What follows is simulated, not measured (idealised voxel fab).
This is a process module. Its name is voxel wiring stack.
cross-section cut | 160 nm wide | cells 5 nm
If you're reading a cross-section in this doc, picture square cells in a grid; it comes to you as bands, top ones listed first down to the bottom, and a band can be one or more rows of cells. The band entry comprises the height of the band's top followed by the height of its bottom, expressed in nm, and subsequently the band's materials from left to right, each stated together with its width in nm. Where a single material is marked with the word "all across", that material fills the band from edge to edge. The word "empty" represents empty space. Zero point of the height axis is 0; under it, received wafer = one material. Lowest band: continues down indefinitely, "z 0 and below". The width entry "30->40" should be interpreted row by row: the top row of cells in the band takes the first number, the bottom row takes the second number, and the change between adjacent rows is uniform throughout. "all unchanged" -> step changed no cross-section cell. Closed empty spaces (no open way to the top) of 8 cells or more are what "Closed void table" lists, each as width x height at distance from the left edge, nm for all three. Post-settings text on a step line: simulator's own remark regarding the step. The setting "overlay nm" may be written on the line of a step. When the step uses a mask, the value reports how far to the right of the planned place the mask lay, and a negative value reports that it lay to the left.

**Planned process steps**
1. RECEIVE: material Si
2. CONFORMAL_DEP: material SiO2, thk nm 15
3. CONFORMAL_DEP: material SiN, thk nm 5
4. DIRECTIONAL_DEP: material SiO2, thk nm 25
5. PATTERN: tone open, mask id METAL_1, material resist, width nm 25, pitch nm 45, thk nm 15, overlay nm 0
6. DIRECTIONAL_ETCH: etch materials SiO2, depth nm 25
7. DIRECTIONAL_ETCH: etch materials SiN, depth nm 5
8. STRIP: etch materials resist
9. CONFORMAL_DEP: material TiN, thk nm 5
10. FILL_DEP: material Ru, thk nm 10
11. CMP: height nm 45
12. CONFORMAL_DEP: material SiCN, thk nm 5
13. DIRECTIONAL_DEP: material SiO2, thk nm 30
14. MASKED_ETCH: tone open, mask id METAL_2, width nm 25, pitch nm 45, etch materials SiO2, depth nm 20, overlay nm 0
15. PATTERN: tone open, mask id METAL_2_HOLES, material resist, width nm 15, thk nm 20, overlay nm 0
16. DIRECTIONAL_ETCH: etch materials SiO2, depth nm 10
17. DIRECTIONAL_ETCH: etch materials SiCN, depth nm 5
18. STRIP: etch materials resist
19. CONFORMAL_DEP: material TiN, thk nm 5
20. FILL_DEP: material Cu, thk nm 10
21. CMP: height nm 80
22. CONFORMAL_DEP: material SiCN, thk nm 5
23. DIRECTIONAL_DEP: material lowk, thk nm 10
24. MASKED_ETCH: tone open, mask id PLUG_2, width nm 15, etch materials lowk, depth nm 10, overlay nm 0
25. MASKED_ETCH: tone open, mask id PLUG_2, width nm 15, etch materials SiCN, depth nm 5, overlay nm 0
26. CONFORMAL_DEP: material TiN, thk nm 5
27. FILL_DEP: material Cu, thk nm 5
28. CMP: height nm 95
29. CONFORMAL_DEP: material SiCN, thk nm 5
30. DIRECTIONAL_DEP: material SiO2, thk nm 20
31. MASKED_ETCH: tone open, mask id METAL_3, width nm 25, pitch nm 45, etch materials SiO2, depth nm 20, overlay nm -15
32. MASKED_ETCH: tone open, mask id METAL_3, width nm 25, pitch nm 45, etch materials SiCN, depth nm 5, overlay nm 0
33. CONFORMAL_DEP: material TiN, thk nm 5
34. FILL_DEP: material Cu, thk nm 5
35. CMP: height nm 120
36. CONFORMAL_DEP: material SiCN, thk nm 5
Heads up: all these wafers start the same, and what changes between them is the overlay nm in step 31. The value you see in the plan is just what the first wafer got.

**So this is the first of several wafers, cross-sectioned as it came to us, meaning it's at the end of step 1**
	z 0 and below | Si all across
	Closed void table: none

**Wafer cross-section (first of several) - module end, post step 36 (last step)**
	z 125 to 120 | SiCN all across
	z 120 to 105 | SiO2: 30 / TiN: 5 / Cu: 15 / TiN: 5 / SiO2: 20 / TiN: 5 / Cu: 15 / TiN: 5 / SiO2: 60
	z 105 to 100 | SiO2: 30 / TiN: 25 / SiO2: 20 / TiN: 25 / SiO2: 60
	z 100 to 95 | SiCN: 45 / TiN: 10 / SiCN: 35 / TiN: 10 / SiCN: 60
	z 95 to 85 | lowk: 45 / TiN: 5 / Cu: 5 / TiN: 5 / lowk: 100
	z 85 to 80 | SiCN: 45 / TiN: 15 / SiCN: 100
	z 80 to 65 | SiO2: 45 / TiN: 5 / Cu: 15 / TiN: 5 / SiO2: 20 / TiN: 5 / Cu: 15 / TiN: 5 / SiO2: 45
	z 65 to 60 | SiO2: 45 / TiN: 5 / Cu: 5 / TiN: 15 / SiO2: 20 / TiN: 25 / SiO2: 45
	z 60 to 50 | SiO2: 45 / TiN: 5 / Cu: 5 / TiN: 5 / SiO2: 100
	z 50 to 45 | SiCN: 45 / TiN: 15 / SiCN: 100
	z 45 to 20 | SiO2: 45 / TiN: 5 / Ru: 15 / TiN: 5 / SiO2: 20 / TiN: 5 / Ru: 15 / TiN: 5 / SiO2: 45
	z 20 to 15 | SiN: 45 / TiN: 25 / SiN: 20 / TiN: 25 / SiN: 45
	z 15 to 0 | SiO2 all across
	z 0 and below | Si all across
	Closed void table: none

**Wafer cross-section (last wafer, module end)**
	z 125 to 120 | SiCN all across
	z 120 to 105 | SiO2: 60 / TiN: 5 / Cu: 15 / TiN: 5 / SiO2: 20 / TiN: 5 / Cu: 15 / TiN: 5 / SiO2: 30
	z 105 to 100 | SiO2: 60 / TiN: 25 / SiO2: 20 / TiN: 25 / SiO2: 30
	z 100 to 95 | SiCN: 60 / TiN: 10 / SiCN: 35 / TiN: 10 / SiCN: 45
	z 95 to 85 | lowk: 45 / TiN: 5 / Cu: 5 / TiN: 5 / lowk: 100
	z 85 to 80 | SiCN: 45 / TiN: 15 / SiCN: 100
	z 80 to 65 | SiO2: 45 / TiN: 5 / Cu: 15 / TiN: 5 / SiO2: 20 / TiN: 5 / Cu: 15 / TiN: 5 / SiO2: 45
	z 65 to 60 | SiO2: 45 / TiN: 5 / Cu: 5 / TiN: 15 / SiO2: 20 / TiN: 25 / SiO2: 45
	z 60 to 50 | SiO2: 45 / TiN: 5 / Cu: 5 / TiN: 5 / SiO2: 100
	z 50 to 45 | SiCN: 45 / TiN: 15 / SiCN: 100
	z 45 to 20 | SiO2: 45 / TiN: 5 / Ru: 15 / TiN: 5 / SiO2: 20 / TiN: 5 / Ru: 15 / TiN: 5 / SiO2: 45
	z 20 to 15 | SiN: 45 / TiN: 25 / SiN: 20 / TiN: 25 / SiN: 45
	z 15 to 0 | SiO2 all across
	z 0 and below | Si all across
	Closed void table: none

**Each row below is a wafer at the end of the module, listing for every material the number of cells it has gained (+) or lost (-) since it was received, followed by its closed voids**
overlay nm -15 | +41 Cu | +30 Ru | +118 SiCN | +22 SiN | +440 SiO2 | +91 TiN | +58 lowk | Closed void table: none
overlay nm -10 | +43 Cu | +30 Ru | +116 SiCN | +22 SiN | +440 SiO2 | +91 TiN | +58 lowk | Closed void table: none
overlay nm -5 | +45 Cu | +30 Ru | +114 SiCN | +22 SiN | +440 SiO2 | +91 TiN | +58 lowk | Closed void table: none
overlay nm 0 | +47 Cu | +30 Ru | +112 SiCN | +22 SiN | +440 SiO2 | +91 TiN | +58 lowk | Closed void table: none
overlay nm 5 | +45 Cu | +30 Ru | +114 SiCN | +22 SiN | +440 SiO2 | +91 TiN | +58 lowk | Closed void table: none
overlay nm 10 | +43 Cu | +30 Ru | +116 SiCN | +22 SiN | +440 SiO2 | +91 TiN | +58 lowk | Closed void table: none
overlay nm 15 | +41 Cu | +30 Ru | +118 SiCN | +22 SiN | +440 SiO2 | +91 TiN | +58 lowk | Closed void table: none
